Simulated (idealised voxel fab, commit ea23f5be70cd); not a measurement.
process module | voxel wiring stack
cross-section cut | 250 nm wide | cells 5 nm
A cross-section is a grid of square cells, given in bands from the top down. A band is one or more rows of cells.
Each band's line starts with the height of the band's top and of its bottom, in nm. Then come its materials from left to right, each with its width in nm. One material with "throughout" fills the band from edge to edge. "air" is empty space.
Height 0 is the level under which the wafer as received is all one material. The lowest band goes on downwards, as in "0 down".
A width such as "30 to 40" changes by the same amount from each row of cells to the next, from the band's top row to its bottom row.
"no change" after a step means that no cell of the cross-section changed.
closed voids: empty space of 8 cells or more with no open way to the top, each as width x height at its distance from the left edge, in nm
after a step's settings: what the simulator itself notes on the step
overlay nm, on a step with a mask: how far to the right of its planned place the mask lay; to the left if negative
plan
1 op RECEIVE | material Si
2 op CONFORMAL_DEP | material SiO2 | thk nm 10
3 op DIRECTIONAL_DEP | material TiN | thk nm 5
4 op DIRECTIONAL_DEP | material Ru | thk nm 20
5 op DIRECTIONAL_DEP | material aC | thk nm 15
6 op PATTERN | tone cover | mask id METAL_1 | material resist | width nm 30 | pitch nm 55 | thk nm 30 | overlay nm 0
7 op DIRECTIONAL_ETCH | etch materials aC | depth nm 15
8 op STRIP | etch materials resist
9 op DIRECTIONAL_ETCH | etch materials Ru | depth nm 20
10 op DIRECTIONAL_ETCH | etch materials TiN | depth nm 5
11 op STRIP | etch materials aC
12 op FILL_DEP | material SiO2 | thk nm 5
13 op CMP | height nm 35
14 op CONFORMAL_DEP | material SiCN | thk nm 5
15 op DIRECTIONAL_DEP | material SiO2 | thk nm 10
16 op PATTERN | tone open | mask id PLUG_1 | material resist | width nm 15 | pitch nm 55 | thk nm 15 | overlay nm 0
17 op DIRECTIONAL_ETCH | etch materials SiO2 | depth nm 10
18 op DIRECTIONAL_ETCH | etch materials SiCN | depth nm 5
19 op STRIP | etch materials resist
20 op CONFORMAL_DEP | material TiN | thk nm 5
21 op FILL_DEP | material W | thk nm 10
22 op CMP | height nm 50
23 op DIRECTIONAL_DEP | material TiN | thk nm 5
24 op DIRECTIONAL_DEP | material W | thk nm 20
25 op PATTERN | tone cover | mask id METAL_2 | material resist | width nm 30 | pitch nm 55 | thk nm 15 | overlay nm 0
26 op DIRECTIONAL_ETCH | etch materials W | depth nm 20
27 op DIRECTIONAL_ETCH | etch materials TiN | depth nm 5
28 op STRIP | etch materials resist
29 op CONFORMAL_DEP | material SiCN | thk nm 5
30 op FILL_DEP | material SiO2 | thk nm 10
31 op CMP | height nm 75
32 op CONFORMAL_DEP | material SiCN | thk nm 5
33 op DIRECTIONAL_DEP | material SiO2 | thk nm 30
34 op DIRECTIONAL_DEP | material aC | thk nm 10
35 op PATTERN | tone open | mask id METAL_3 | material resist | width nm 30 | pitch nm 55 | thk nm 25 | overlay nm 0
36 op DIRECTIONAL_ETCH | etch materials aC | depth nm 10
37 op STRIP | etch materials resist
38 op DIRECTIONAL_ETCH | etch materials SiO2 | depth nm 15
39 op STRIP | etch materials aC
40 op PATTERN | tone open | mask id METAL_3_HOLES | material resist | width nm 15 | pitch nm 55 | thk nm 15 | overlay nm 0
41 op DIRECTIONAL_ETCH | etch materials SiO2 | depth nm 15
42 op DIRECTIONAL_ETCH | etch materials SiCN | depth nm 5
43 op STRIP | etch materials resist
44 op CONFORMAL_DEP | material TiN | thk nm 5
45 op FILL_DEP | material Cu | thk nm 10
46 op CMP | height nm 110
47 op CONFORMAL_DEP | material SiCN | thk nm 5
first wafer, as planned
as received, after step 1
  0 down: Si throughout
  closed voids: none
after step 2
  10 to 0: SiO2 throughout
  below 0: unchanged
after step 3
  15 to 10: TiN throughout
  below 10: unchanged
after step 4
  35 to 15: Ru throughout
  below 15: unchanged
after step 5
  50 to 35: aC throughout
  below 35: unchanged
after step 6
  80 to 50: air 55 | resist 30 | air 25 | resist 30 | air 25 | resist 30 | air 55
  below 50: unchanged
after step 7
  65 to 50: air 55 | resist 30 | air 25 | resist 30 | air 25 | resist 30 | air 55
  50 to 35: air 55 | aC 30 | air 25 | aC 30 | air 25 | aC 30 | air 55
  below 35: unchanged
after step 8
  50 to 35: air 55 | aC 30 | air 25 | aC 30 | air 25 | aC 30 | air 55
  below 35: unchanged
after step 9
  50 to 35: air 55 | aC 30 | air 25 | aC 30 | air 25 | aC 30 | air 55
  35 to 15: air 55 | Ru 30 | air 25 | Ru 30 | air 25 | Ru 30 | air 55
  below 15: unchanged
after step 10
  50 to 35: air 55 | aC 30 | air 25 | aC 30 | air 25 | aC 30 | air 55
  35 to 15: air 55 | Ru 30 | air 25 | Ru 30 | air 25 | Ru 30 | air 55
  15 to 10: air 55 | TiN 30 | air 25 | TiN 30 | air 25 | TiN 30 | air 55
  below 10: unchanged
after step 11
  35 to 15: air 55 | Ru 30 | air 25 | Ru 30 | air 25 | Ru 30 | air 55
  below 15: unchanged
after step 12
  40 to 35: SiO2 throughout
  35 to 15: SiO2 55 | Ru 30 | SiO2 25 | Ru 30 | SiO2 25 | Ru 30 | SiO2 55
  15 to 10: SiO2 55 | TiN 30 | SiO2 25 | TiN 30 | SiO2 25 | TiN 30 | SiO2 55
  below 10: unchanged
after step 13
  35 to 15: SiO2 55 | Ru 30 | SiO2 25 | Ru 30 | SiO2 25 | Ru 30 | SiO2 55
  below 15: unchanged
after step 14
  40 to 35: SiCN throughout
  below 35: unchanged
after step 15
  50 to 40: SiO2 throughout
  below 40: unchanged
after step 16
  65 to 50: resist 55 | air 15 | resist 40 | air 15 | resist 40 | air 15 | resist 70
  below 50: unchanged
after step 17
  65 to 50: resist 55 | air 15 | resist 40 | air 15 | resist 40 | air 15 | resist 70
  50 to 40: SiO2 55 | air 15 | SiO2 40 | air 15 | SiO2 40 | air 15 | SiO2 70
  below 40: unchanged
after step 18
  65 to 50: resist 55 | air 15 | resist 40 | air 15 | resist 40 | air 15 | resist 70
  50 to 40: SiO2 55 | air 15 | SiO2 40 | air 15 | SiO2 40 | air 15 | SiO2 70
  40 to 35: SiCN 55 | air 15 | SiCN 40 | air 15 | SiCN 40 | air 15 | SiCN 70
  below 35: unchanged
after step 19
  50 to 40: SiO2 55 | air 15 | SiO2 40 | air 15 | SiO2 40 | air 15 | SiO2 70
  below 40: unchanged
after step 20
  55 to 50: TiN 60 | air 5 | TiN 50 | air 5 | TiN 50 | air 5 | TiN 75
  50 to 40: SiO2 55 | TiN 5 | air 5 | TiN 5 | SiO2 40 | TiN 5 | air 5 | TiN 5 | SiO2 40 | TiN 5 | air 5 | TiN 5 | SiO2 70
  40 to 35: SiCN 55 | TiN 15 | SiCN 40 | TiN 15 | SiCN 40 | TiN 15 | SiCN 70
  below 35: unchanged
after step 21
  65 to 55: W throughout
  55 to 50: TiN 60 | W 5 | TiN 50 | W 5 | TiN 50 | W 5 | TiN 75
  50 to 40: SiO2 55 | TiN 5 | W 5 | TiN 5 | SiO2 40 | TiN 5 | W 5 | TiN 5 | SiO2 40 | TiN 5 | W 5 | TiN 5 | SiO2 70
  below 40: unchanged
after step 22
  50 to 40: SiO2 55 | TiN 5 | W 5 | TiN 5 | SiO2 40 | TiN 5 | W 5 | TiN 5 | SiO2 40 | TiN 5 | W 5 | TiN 5 | SiO2 70
  below 40: unchanged
after step 23
  55 to 50: TiN throughout
  below 50: unchanged
after step 24
  75 to 55: W throughout
  below 55: unchanged
after step 25
  90 to 75: air 55 | resist 30 | air 25 | resist 30 | air 25 | resist 30 | air 55
  below 75: unchanged
after step 26
  90 to 75: air 55 | resist 30 | air 25 | resist 30 | air 25 | resist 30 | air 55
  75 to 55: air 55 | W 30 | air 25 | W 30 | air 25 | W 30 | air 55
  below 55: unchanged
after step 27
  90 to 75: air 55 | resist 30 | air 25 | resist 30 | air 25 | resist 30 | air 55
  75 to 55: air 55 | W 30 | air 25 | W 30 | air 25 | W 30 | air 55
  55 to 50: air 55 | TiN 30 | air 25 | TiN 30 | air 25 | TiN 30 | air 55
  below 50: unchanged
after step 28
  75 to 55: air 55 | W 30 | air 25 | W 30 | air 25 | W 30 | air 55
  below 55: unchanged
after step 29
  80 to 75: air 50 | SiCN 40 | air 15 | SiCN 40 | air 15 | SiCN 40 | air 50
  75 to 55: air 50 | SiCN 5 | W 30 | SiCN 5 | air 15 | SiCN 5 | W 30 | SiCN 5 | air 15 | SiCN 5 | W 30 | SiCN 5 | air 50
  55 to 50: SiCN 55 | TiN 30 | SiCN 25 | TiN 30 | SiCN 25 | TiN 30 | SiCN 55
  below 50: unchanged
after step 30
  90 to 80: SiO2 throughout
  80 to 75: SiO2 50 | SiCN 40 | SiO2 15 | SiCN 40 | SiO2 15 | SiCN 40 | SiO2 50
  75 to 55: SiO2 50 | SiCN 5 | W 30 | SiCN 5 | SiO2 15 | SiCN 5 | W 30 | SiCN 5 | SiO2 15 | SiCN 5 | W 30 | SiCN 5 | SiO2 50
  below 55: unchanged
after step 31
  75 to 55: SiO2 50 | SiCN 5 | W 30 | SiCN 5 | SiO2 15 | SiCN 5 | W 30 | SiCN 5 | SiO2 15 | SiCN 5 | W 30 | SiCN 5 | SiO2 50
  below 55: unchanged
after step 32
  80 to 75: SiCN throughout
  below 75: unchanged
after step 33
  110 to 80: SiO2 throughout
  below 80: unchanged
after step 34
  120 to 110: aC throughout
  below 110: unchanged
after step 35
  145 to 120: resist 55 | air 30 | resist 25 | air 30 | resist 25 | air 30 | resist 55
  below 120: unchanged
after step 36
  135 to 120: resist 55 | air 30 | resist 25 | air 30 | resist 25 | air 30 | resist 55
  120 to 110: aC 55 | air 30 | aC 25 | air 30 | aC 25 | air 30 | aC 55
  below 110: unchanged
after step 37
  120 to 110: aC 55 | air 30 | aC 25 | air 30 | aC 25 | air 30 | aC 55
  below 110: unchanged
after step 38
  120 to 110: aC 55 | air 30 | aC 25 | air 30 | aC 25 | air 30 | aC 55
  110 to 95: SiO2 55 | air 30 | SiO2 25 | air 30 | SiO2 25 | air 30 | SiO2 55
  below 95: unchanged
after step 39
  110 to 95: SiO2 55 | air 30 | SiO2 25 | air 30 | SiO2 25 | air 30 | SiO2 55
  below 95: unchanged
after step 40
  125 to 110: resist 55 | air 15 | resist 40 | air 15 | resist 40 | air 15 | resist 70
  110 to 95: SiO2 55 | air 15 | resist 15 | SiO2 25 | air 15 | resist 15 | SiO2 25 | air 15 | resist 15 | SiO2 55
  below 95: unchanged
after step 41
  125 to 110: resist 55 | air 15 | resist 40 | air 15 | resist 40 | air 15 | resist 70
  110 to 95: SiO2 55 | air 15 | resist 15 | SiO2 25 | air 15 | resist 15 | SiO2 25 | air 15 | resist 15 | SiO2 55
  95 to 80: SiO2 55 | air 15 | SiO2 40 | air 15 | SiO2 40 | air 15 | SiO2 70
  below 80: unchanged
after step 42
  125 to 110: resist 55 | air 15 | resist 40 | air 15 | resist 40 | air 15 | resist 70
  110 to 95: SiO2 55 | air 15 | resist 15 | SiO2 25 | air 15 | resist 15 | SiO2 25 | air 15 | resist 15 | SiO2 55
  95 to 80: SiO2 55 | air 15 | SiO2 40 | air 15 | SiO2 40 | air 15 | SiO2 70
  80 to 75: SiCN 55 | air 15 | SiCN 40 | air 15 | SiCN 40 | air 15 | SiCN 70
  below 75: unchanged
after step 43
  110 to 95: SiO2 55 | air 30 | SiO2 25 | air 30 | SiO2 25 | air 30 | SiO2 55
  below 95: unchanged
after step 44
  115 to 110: TiN 60 | air 20 | TiN 35 | air 20 | TiN 35 | air 20 | TiN 60
  110 to 100: SiO2 55 | TiN 5 | air 20 | TiN 5 | SiO2 25 | TiN 5 | air 20 | TiN 5 | SiO2 25 | TiN 5 | air 20 | TiN 5 | SiO2 55
  100 to 95: SiO2 55 | TiN 5 | air 5 | TiN 20 | SiO2 25 | TiN 5 | air 5 | TiN 20 | SiO2 25 | TiN 5 | air 5 | TiN 20 | SiO2 55
  95 to 80: SiO2 55 | TiN 5 | air 5 | TiN 5 | SiO2 40 | TiN 5 | air 5 | TiN 5 | SiO2 40 | TiN 5 | air 5 | TiN 5 | SiO2 70
  80 to 75: SiCN 55 | TiN 15 | SiCN 40 | TiN 15 | SiCN 40 | TiN 15 | SiCN 70
  below 75: unchanged
after step 45
  125 to 115: Cu throughout
  115 to 110: TiN 60 | Cu 20 | TiN 35 | Cu 20 | TiN 35 | Cu 20 | TiN 60
  110 to 100: SiO2 55 | TiN 5 | Cu 20 | TiN 5 | SiO2 25 | TiN 5 | Cu 20 | TiN 5 | SiO2 25 | TiN 5 | Cu 20 | TiN 5 | SiO2 55
  100 to 95: SiO2 55 | TiN 5 | Cu 5 | TiN 20 | SiO2 25 | TiN 5 | Cu 5 | TiN 20 | SiO2 25 | TiN 5 | Cu 5 | TiN 20 | SiO2 55
  95 to 80: SiO2 55 | TiN 5 | Cu 5 | TiN 5 | SiO2 40 | TiN 5 | Cu 5 | TiN 5 | SiO2 40 | TiN 5 | Cu 5 | TiN 5 | SiO2 70
  below 80: unchanged
after step 46
  110 to 100: SiO2 55 | TiN 5 | Cu 20 | TiN 5 | SiO2 25 | TiN 5 | Cu 20 | TiN 5 | SiO2 25 | TiN 5 | Cu 20 | TiN 5 | SiO2 55
  below 100: unchanged
after step 47
  115 to 110: SiCN throughout
  below 110: unchanged
second wafer: like start, like plan, one mistake. Through step 30 it matches the first wafer
when step 31 should have ended: no change
when step 32 should have ended
  95 to 90: SiCN throughout
  below 90: unchanged
when step 33 should have ended
  125 to 95: SiO2 throughout
  below 95: unchanged
when step 34 should have ended
  135 to 125: aC throughout
  below 125: unchanged
when step 35 should have ended
  160 to 135: resist 55 | air 30 | resist 25 | air 30 | resist 25 | air 30 | resist 55
  below 135: unchanged
when step 36 should have ended
  150 to 135: resist 55 | air 30 | resist 25 | air 30 | resist 25 | air 30 | resist 55
  135 to 125: aC 55 | air 30 | aC 25 | air 30 | aC 25 | air 30 | aC 55
  below 125: unchanged
when step 37 should have ended
  135 to 125: aC 55 | air 30 | aC 25 | air 30 | aC 25 | air 30 | aC 55
  below 125: unchanged
when step 38 should have ended
  135 to 125: aC 55 | air 30 | aC 25 | air 30 | aC 25 | air 30 | aC 55
  125 to 110: SiO2 55 | air 30 | SiO2 25 | air 30 | SiO2 25 | air 30 | SiO2 55
  below 110: unchanged
when step 39 should have ended
  125 to 110: SiO2 55 | air 30 | SiO2 25 | air 30 | SiO2 25 | air 30 | SiO2 55
  below 110: unchanged
when step 40 should have ended
  140 to 125: resist 55 | air 15 | resist 40 | air 15 | resist 40 | air 15 | resist 70
  125 to 110: SiO2 55 | air 15 | resist 15 | SiO2 25 | air 15 | resist 15 | SiO2 25 | air 15 | resist 15 | SiO2 55
  below 110: unchanged
when step 41 should have ended
  140 to 125: resist 55 | air 15 | resist 40 | air 15 | resist 40 | air 15 | resist 70
  125 to 110: SiO2 55 | air 15 | resist 15 | SiO2 25 | air 15 | resist 15 | SiO2 25 | air 15 | resist 15 | SiO2 55
  110 to 95: SiO2 55 | air 15 | SiO2 40 | air 15 | SiO2 40 | air 15 | SiO2 70
  below 95: unchanged
when step 42 should have ended
  140 to 125: resist 55 | air 15 | resist 40 | air 15 | resist 40 | air 15 | resist 70
  125 to 110: SiO2 55 | air 15 | resist 15 | SiO2 25 | air 15 | resist 15 | SiO2 25 | air 15 | resist 15 | SiO2 55
  110 to 95: SiO2 55 | air 15 | SiO2 40 | air 15 | SiO2 40 | air 15 | SiO2 70
  95 to 90: SiCN 55 | air 15 | SiCN 40 | air 15 | SiCN 40 | air 15 | SiCN 70
  below 90: unchanged
when step 43 should have ended
  125 to 110: SiO2 55 | air 30 | SiO2 25 | air 30 | SiO2 25 | air 30 | SiO2 55
  below 110: unchanged
when step 44 should have ended
  130 to 125: TiN 60 | air 20 | TiN 35 | air 20 | TiN 35 | air 20 | TiN 60
  125 to 115: SiO2 55 | TiN 5 | air 20 | TiN 5 | SiO2 25 | TiN 5 | air 20 | TiN 5 | SiO2 25 | TiN 5 | air 20 | TiN 5 | SiO2 55
  115 to 110: SiO2 55 | TiN 5 | air 5 | TiN 20 | SiO2 25 | TiN 5 | air 5 | TiN 20 | SiO2 25 | TiN 5 | air 5 | TiN 20 | SiO2 55
  110 to 95: SiO2 55 | TiN 5 | air 5 | TiN 5 | SiO2 40 | TiN 5 | air 5 | TiN 5 | SiO2 40 | TiN 5 | air 5 | TiN 5 | SiO2 70
  95 to 90: SiCN 55 | TiN 15 | SiCN 40 | TiN 15 | SiCN 40 | TiN 15 | SiCN 70
  below 90: unchanged
when step 45 should have ended
  140 to 130: Cu throughout
  130 to 125: TiN 60 | Cu 20 | TiN 35 | Cu 20 | TiN 35 | Cu 20 | TiN 60
  125 to 115: SiO2 55 | TiN 5 | Cu 20 | TiN 5 | SiO2 25 | TiN 5 | Cu 20 | TiN 5 | SiO2 25 | TiN 5 | Cu 20 | TiN 5 | SiO2 55
  115 to 110: SiO2 55 | TiN 5 | Cu 5 | TiN 20 | SiO2 25 | TiN 5 | Cu 5 | TiN 20 | SiO2 25 | TiN 5 | Cu 5 | TiN 20 | SiO2 55
  110 to 95: SiO2 55 | TiN 5 | Cu 5 | TiN 5 | SiO2 40 | TiN 5 | Cu 5 | TiN 5 | SiO2 40 | TiN 5 | Cu 5 | TiN 5 | SiO2 70
  below 95: unchanged
when step 46 should have ended
  110 to 95: SiO2 55 | TiN 5 | Cu 5 | TiN 5 | SiO2 40 | TiN 5 | Cu 5 | TiN 5 | SiO2 40 | TiN 5 | Cu 5 | TiN 5 | SiO2 70
  below 95: unchanged
when step 47 should have ended
  115 to 110: SiCN throughout
  below 110: unchanged
what went wrong: step 31 was left out
at the end the second wafer has, in cells: 27 fewer of Cu | 24 more of SiCN | 30 more of SiO2 | 27 fewer of TiN
